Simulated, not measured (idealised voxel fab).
The following is a process module called voxel self aligned contacts.
cross-section cut | 145 nm wide | cells 5 nm
Bands, listed from the top down, are how a cross-section gets written in this document; the cross-section itself is a grid of square cells, and a band is one or more rows of them.
Band: top and bottom heights (nm) first, top before bottom; then materials from left to right, widths in nm. "everywhere" marks a sole material filling the band edge to edge. "air" denotes empty space.
Basically, 0 is our baseline, since under it the wafer straight out of the box is all one material. The bottom band has no lower end and keeps on going down, so it looks like "0 nm and below".
So if you see something like "30..40" for the width, read it as the top row of the band sitting at the first number and the bottom row at the second, with every row in between moving by the same amount as the last.
The cross-section has no changed cell in any step marked "everything unchanged".
Each empty space that has no open way to the top and spans at least 8 cells appears under "Closed cavities" as width x height at distance, the distance counted from the left edge, all in nm.
Heads up: the bit after the settings on a step's line is the simulator's remark on that step.
The line of a step may include "overlay nm". On a step with a mask, this value is how far to the right of its planned place the mask lay. A negative value means the mask lay to the left.
Here's what the planned process steps look like
1 RECEIVE (material Si)
2 OXIDIZE (depth nm 5)
3 DIRECTIONAL_DEP (material polySi; thk nm 20)
4 DIRECTIONAL_DEP (material SiN; thk nm 15)
5 DIRECTIONAL_DEP (material aC; thk nm 10)
6 PATTERN (tone cover; mask id GATE; material resist; width nm 35; pitch nm 60; thk nm 30; overlay nm 0)
7 DIRECTIONAL_ETCH (etch materials aC; depth nm 10)
8 STRIP (etch materials resist)
9 DIRECTIONAL_ETCH (etch materials SiN; depth nm 15)
10 DIRECTIONAL_ETCH (etch materials polySi; depth nm 20)
11 STRIP (etch materials aC)
12 CONFORMAL_DEP (material SiN; thk nm 5)
13 DIRECTIONAL_ETCH (etch materials SiN; depth nm 5)
14 FILL_DEP (material SiO2; thk nm 15)
15 CMP (height nm 40)
16 MASKED_ETCH (tone open; mask id CONTACT; width nm 35; etch materials SiO2; depth nm 45; overlay nm 0)
17 CONFORMAL_DEP (material TiN; thk nm 5)
18 FILL_DEP (material Ru; thk nm 5)
19 CMP (height nm 40)
20 CONFORMAL_DEP (material SiN; thk nm 5)
This is the cross-section of the wafer as we received it, i.e. after step 1
- 0 nm and below: Si everywhere
- Closed cavities: none
The module was run from the start shown above using the plan shown above, but one mistake was made doing it; the resulting wafer cross-section is below
- 45 nm to 40 nm: SiN everywhere
- 40 nm to 35 nm: 20 SiO2, then 45 SiN, then 15 TiN, then 45 SiN, then 20 SiO2
- 35 nm to 20 nm: SiN everywhere
- 20 nm to 0 nm: polySi everywhere
- 0 nm to -5 nm: SiO2 everywhere
- -5 nm and below: Si everywhere
- Closed cavities: none
Against the plan, the run slipped here: step 4 of the plan saw execution twice
